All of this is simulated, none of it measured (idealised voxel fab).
Title: Process Module voxel spacer lines
This is section cut - it's 295 nm across, gridded in 5 nm square cells.
Format of a cross-section: grid, square cells. Given as bands. Order: top down. Band: one or more rows of cells. Quick guide to a band line: top height, bottom height (nm) up front; then every material left to right with its width in nm. Only one material and it's marked "all across"? Then it fills the band edge to edge. And "empty" just means empty space. Height is counted from the level 0, under which the received wafer is composed throughout of one material. The lowest of the bands is not closed at the bottom but continues downward, in the notation "0 and below". Width: "30->40" (first number = top row, second number = bottom row, same change from row to row of cells). Step note "remains unaltered" = no cross-section cell changed. "Closed void inventory" specifies each empty space that is not open to the top and that occupies no fewer than 8 cells, using the form width x height at distance, the distance measured from the left edge and all three quantities in nm. Read whatever lies past the settings on a step's line as the simulator's own remark about the step. overlay nm: how far to the right of its planned place the mask lay on this masked step (negative: to the left).

The steps planned for the process are as follows:
1. RECEIVE, material Si
2. CONFORMAL_DEP, material Al2O3, thk nm 5
3. DIRECTIONAL_DEP, material polySi, thk nm 10
4. DIRECTIONAL_DEP, material aC, thk nm 25
5. PATTERN, tone cover, mask id MANDREL, material resist, width nm 20, pitch nm 60, thk nm 35, overlay nm 0
6. DIRECTIONAL_ETCH, etch materials aC, depth nm 25
7. STRIP, etch materials resist
8. CONFORMAL_DEP, material SiO2, thk nm 10
9. DIRECTIONAL_ETCH, etch materials SiO2, depth nm 10
10. STRIP, etch materials aC
11. DIRECTIONAL_ETCH, etch materials polySi, depth nm 10
12. STRIP, etch materials SiO2
13. FILL_DEP, material lowk, thk nm 5
14. CMP, height nm 15

Cross-section of the wafer as it came to us, i.e., already through step 1:
> 0 and below | Si all across
> Closed void inventory: none

Wafer cross-section at end of module: start and plan as shown above, one execution error:
> 15 down to 5 | lowk: 60, polySi: 10, lowk: 20, polySi: 10, lowk: 20, polySi: 10, lowk: 20, polySi: 10, lowk: 20, polySi: 10, lowk: 20, polySi: 10, lowk: 75
> 5 down to 0 | Al2O3 all across
> 0 and below | Si all across
> Closed void inventory: none
Here's what went sideways: step 5 ran with different settings than intended, the actual operation and settings being PATTERN, tone cover, mask id MANDREL, material resist, width nm 20, pitch nm 60, thk nm 35, overlay nm -5
